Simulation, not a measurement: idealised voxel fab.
process module | voxel self aligned contacts
cross-section cut | 260 nm wide | cells 5 nm
A cross-section is a grid of square cells, given in bands from the top down. A band is one or more rows of cells.
Each band's line starts with the height of the band's top and of its bottom, in nm. Then come its materials from left to right, each with its width in nm. One material with "throughout" fills the band from edge to edge. "air" is empty space.
Height 0 is the level under which the wafer as received is all one material. The lowest band goes on downwards, as in "0 down".
A width such as "30 to 40" changes by the same amount from each row of cells to the next, from the band's top row to its bottom row.
"no change" after a step means that no cell of the cross-section changed.
closed voids: empty space of 8 cells or more with no open way to the top, each as width x height at its distance from the left edge, in nm
after a step's settings: what the simulator itself notes on the step
overlay nm, on a step with a mask: how far to the right of its planned place the mask lay; to the left if negative
plan
1 op RECEIVE | material Si
2 op CONFORMAL_DEP | material SiO2 | thk nm 5
3 op DIRECTIONAL_DEP | material polySi | thk nm 20
4 op DIRECTIONAL_DEP | material SiN | thk nm 20
5 op DIRECTIONAL_DEP | material aC | thk nm 10
6 op PATTERN | tone cover | mask id GATE | material resist | width nm 30 | pitch nm 70 | thk nm 25 | overlay nm 0
7 op DIRECTIONAL_ETCH | etch materials aC | depth nm 10
8 op STRIP | etch materials resist
9 op DIRECTIONAL_ETCH | etch materials SiN | depth nm 20
10 op DIRECTIONAL_ETCH | etch materials polySi | depth nm 20
11 op STRIP | etch materials aC
12 op CONFORMAL_DEP | material SiN | thk nm 10
13 op DIRECTIONAL_ETCH | etch materials SiN | depth nm 10
14 op FILL_DEP | material SiO2 | thk nm 20
15 op CMP | height nm 55
16 op MASKED_ETCH | tone open | mask id CONTACT | width nm 50 | pitch nm 70 | etch materials SiO2 | depth nm 55 | overlay nm 0
17 op CONFORMAL_DEP | material TiN | thk nm 5
18 op FILL_DEP | material W | thk nm 5
19 op CMP | height nm 55
20 op CONFORMAL_DEP | material SiN | thk nm 5
as received, after step 1
  0 down: Si throughout
  closed voids: none
a wafer at the end: this start, this plan, one mistake
  60 to 55: SiN throughout
  55 to 45: SiO2 60 | TiN 5 to 30 | W 40 to 10 | TiN 5 to 10 | SiO2 20 | TiN 5 to 30 | W 40 to 10 | TiN 5 to 10 | SiO2 80
  45 to 25: SiO2 35 | SiN 50 | TiN 5 | W 10 | TiN 5 | SiN 50 | TiN 5 | W 10 | TiN 5 | SiN 50 | SiO2 35
  25 to 5: SiO2 35 | SiN 10 | polySi 30 | SiN 10 | TiN 5 | W 10 | TiN 5 | SiN 10 | polySi 30 | SiN 10 | TiN 5 | W 10 | TiN 5 | SiN 10 | polySi 30 | SiN 10 | SiO2 35
  5 to 0: SiO2 85 | TiN 20 | SiO2 50 | TiN 20 | SiO2 85
  0 down: Si throughout
  closed voids: none
what went wrong: step 16 ran as: op MASKED_ETCH | tone open | mask id CONTACT | width nm 50 | pitch nm 70 | etch materials SiO2 | depth nm 55 | overlay nm -10
